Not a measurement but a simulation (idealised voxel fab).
Process module in this document: voxel air gaps
In the cross-section labelled cut, the width is 195 nm and each square cell is 5 nm.
Cross-section spec: square-cell grid; bands listed top down; each band is one or more rows.
Read a band's entry like this: the first values are the height of its top and the height of its bottom in nm, and what follows is the sequence of materials from left to right, each with its width in nm. Note that "empty" is empty space, and that a single material marked "full width" reaches across the band from edge to edge.
Counting heights begins at 0, where everything beneath is, in the wafer as received, one material. The lowest band has no bottom; it goes on downwards, as "0 down" shows.
A two-number width, for instance "30->40", indicates that the width is equal to the first number in the top row of the band and to the second number in the bottom row, and that it changes by a constant amount per row of cells.
Step note "identical to before" = no cross-section cell changed.
What "Enclosed cavities" gives you is every empty space of 8 cells or more that is cut off from the top. Each appears as width x height at distance, with the distance taken from the left edge and width, height and distance all in nm.
It should be noted that, on the line of a given step, the content following the step's settings is a remark produced by the simulator itself with respect to that step.
What "overlay nm" on a step's line means: if the step has a mask, that mask lay this far to the right of its planned place, or, when the value is negative, to the left.

-- This section lists the process steps that were planned
step 1: RECEIVE [material Si]
step 2: CONFORMAL_DEP [material SiO2] [thk nm 10]
step 3: CONFORMAL_DEP [material SiN] [thk nm 5]
step 4: DIRECTIONAL_DEP [material SiO2] [thk nm 35]
step 5: MASKED_ETCH [tone open] [mask id LINES] [width nm 15] [pitch nm 40] [etch materials SiO2] [depth nm 35] [overlay nm 0]
step 6: CONFORMAL_DEP [material TiN] [thk nm 5]
step 7: FILL_DEP [material W] [thk nm 10]
step 8: CMP [height nm 50]
step 9: EPI [material Ru] [thk nm 10]
step 10: SELECTIVE_ETCH [etch materials SiO2] [depth nm 45]
step 11: CONFORMAL_DEP [material SiN] [thk nm 5]

-- Step 1 complete: cross-section of the wafer as received
    0 down  Si full width
    Enclosed cavities: none

-- first wafer at the end, as planned
    65 to 60  35 nm empty  125 nm SiN  35 nm empty
    60 to 50  35 nm empty  5 nm SiN  35 nm Ru  5 nm SiN  35 nm Ru  5 nm SiN  35 nm Ru  5 nm SiN  35 nm empty
    50 to 45  35 nm empty  15 nm SiN  5 nm TiN  5 nm W  5 nm TiN  25 nm SiN  5 nm TiN  5 nm W  5 nm TiN  25 nm SiN  5 nm TiN  5 nm W  5 nm TiN  15 nm SiN  35 nm empty
    45 to 20  45 nm empty  5 nm SiN  5 nm TiN  5 nm W  5 nm TiN  5 nm SiN  15 nm empty  5 nm SiN  5 nm TiN  5 nm W  5 nm TiN  5 nm SiN  15 nm empty  5 nm SiN  5 nm TiN  5 nm W  5 nm TiN  5 nm SiN  45 nm empty
    20 to 15  50 nm SiN  15 nm TiN  25 nm SiN  15 nm TiN  25 nm SiN  15 nm TiN  50 nm SiN
    15 to 10  SiN full width
    10 to 0  SiO2 full width
    0 down  Si full width
    Enclosed cavities: 15 x 25 at 70; 15 x 25 at 110

-- Wafer two (of two), end-of-module cross-section: start = wafer one, plan = wafer one, one run mistake
    60 to 50  40 nm empty  35 nm Ru  5 nm empty  35 nm Ru  5 nm empty  35 nm Ru  40 nm empty
    50 to 20  50 nm empty  5 nm TiN  5 nm W  5 nm TiN  25 nm empty  5 nm TiN  5 nm W  5 nm TiN  25 nm empty  5 nm TiN  5 nm W  5 nm TiN  50 nm empty
    20 to 15  50 nm empty  15 nm TiN  25 nm empty  15 nm TiN  25 nm empty  15 nm TiN  50 nm empty
    15 to 10  SiN full width
    10 to 0  SiO2 full width
    0 down  Si full width
    Enclosed cavities: none
So what did we get wrong on this run? plan step 11: skipped, not run
Final comparison by cell count, materials where the second wafer has more or fewer than the first: SiN: 109 fewer
First wafer closed voids (final) = 2; second wafer closed voids (final) = 0.
